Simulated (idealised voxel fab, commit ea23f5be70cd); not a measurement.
A process module follows: voxel air gaps.
Section cut is 300 nm wide and gridded with 5 nm square cells.
Think of the cross-section as a grid of square cells. We describe it in bands, top to bottom, and each band covers one or more rows of those cells.
For a band, the entry starts with two heights in nm, that of the top and then that of the bottom, and carries on with the band's materials in order from left to right, each alongside its width in nm; the word "edge to edge" beside a single material means it fills the band edge to edge, and "air" means empty space.
Heights are expressed relative to 0, this being the level below which the as-received wafer comprises one material exclusively. The lowest band is unbounded in the downward direction and is denoted as in "0 down".
Width: "30..40" (first number = top row, second number = bottom row, same change from row to row of cells).
Key: "no change occurred" - step with no changed cell in the cross-section.
Closed empty spaces (no open way to the top) of 8 cells or more are what "Completely sealed voids" lists, each as width x height at distance from the left edge, nm for all three.
On a step's line, text after the settings is the simulator commenting on that step.
A step line may carry the setting "overlay nm", which, for steps involving a mask, states the distance by which the mask lay to the right of its intended position; negative values denote displacement to the left.

[List of planned process steps]
1 op RECEIVE | material Si
2 op CONFORMAL_DEP | material SiO2 | thk nm 15
3 op CONFORMAL_DEP | material SiN | thk nm 5
4 op DIRECTIONAL_DEP | material lowk | thk nm 35
5 op PATTERN | tone open | mask id LINES | material resist | width nm 15 | pitch nm 40 | thk nm 15 | overlay nm 0
6 op DIRECTIONAL_ETCH | etch materials lowk | depth nm 35
7 op STRIP | etch materials resist
8 op CONFORMAL_DEP | material TiN | thk nm 5
9 op FILL_DEP | material Ru | thk nm 5
10 op CMP | height nm 55
11 op EPI | material Ru | thk nm 10
12 op SELECTIVE_ETCH | etch materials lowk | depth nm 45
13 op CONFORMAL_DEP | material SiCN | thk nm 5

[As-received state of the wafer in cross-section, equivalent to post-step 1]
0 down: Si edge to edge
Completely sealed voids: none

[Final wafer profile in cross-section after the module, from the same start and plan as above, with one mistake made during processing]
70 to 65: SiCN edge to edge
65 to 50: Ru edge to edge
50 to 45: TiN 85 nm, then Ru 5 nm, then TiN 35 nm, then Ru 5 nm, then TiN 35 nm, then Ru 5 nm, then TiN 35 nm, then Ru 5 nm, then TiN 90 nm
45 to 15: lowk 80 nm, then TiN 5 nm, then Ru 5 nm, then TiN 5 nm, then lowk 25 nm, then TiN 5 nm, then Ru 5 nm, then TiN 5 nm, then lowk 25 nm, then TiN 5 nm, then Ru 5 nm, then TiN 5 nm, then lowk 25 nm, then TiN 5 nm, then Ru 5 nm, then TiN 5 nm, then lowk 85 nm
15 to 10: lowk 80 nm, then TiN 15 nm, then lowk 25 nm, then TiN 15 nm, then lowk 25 nm, then TiN 15 nm, then lowk 25 nm, then TiN 15 nm, then lowk 85 nm
10 to 5: SiN edge to edge
5 to 0: SiO2 edge to edge
0 down: Si edge to edge
Completely sealed voids: none
Against the plan, the run slipped here: so step 2 ended up running with a different setting than we planned, it ran as op CONFORMAL_DEP | material SiO2 | thk nm 5
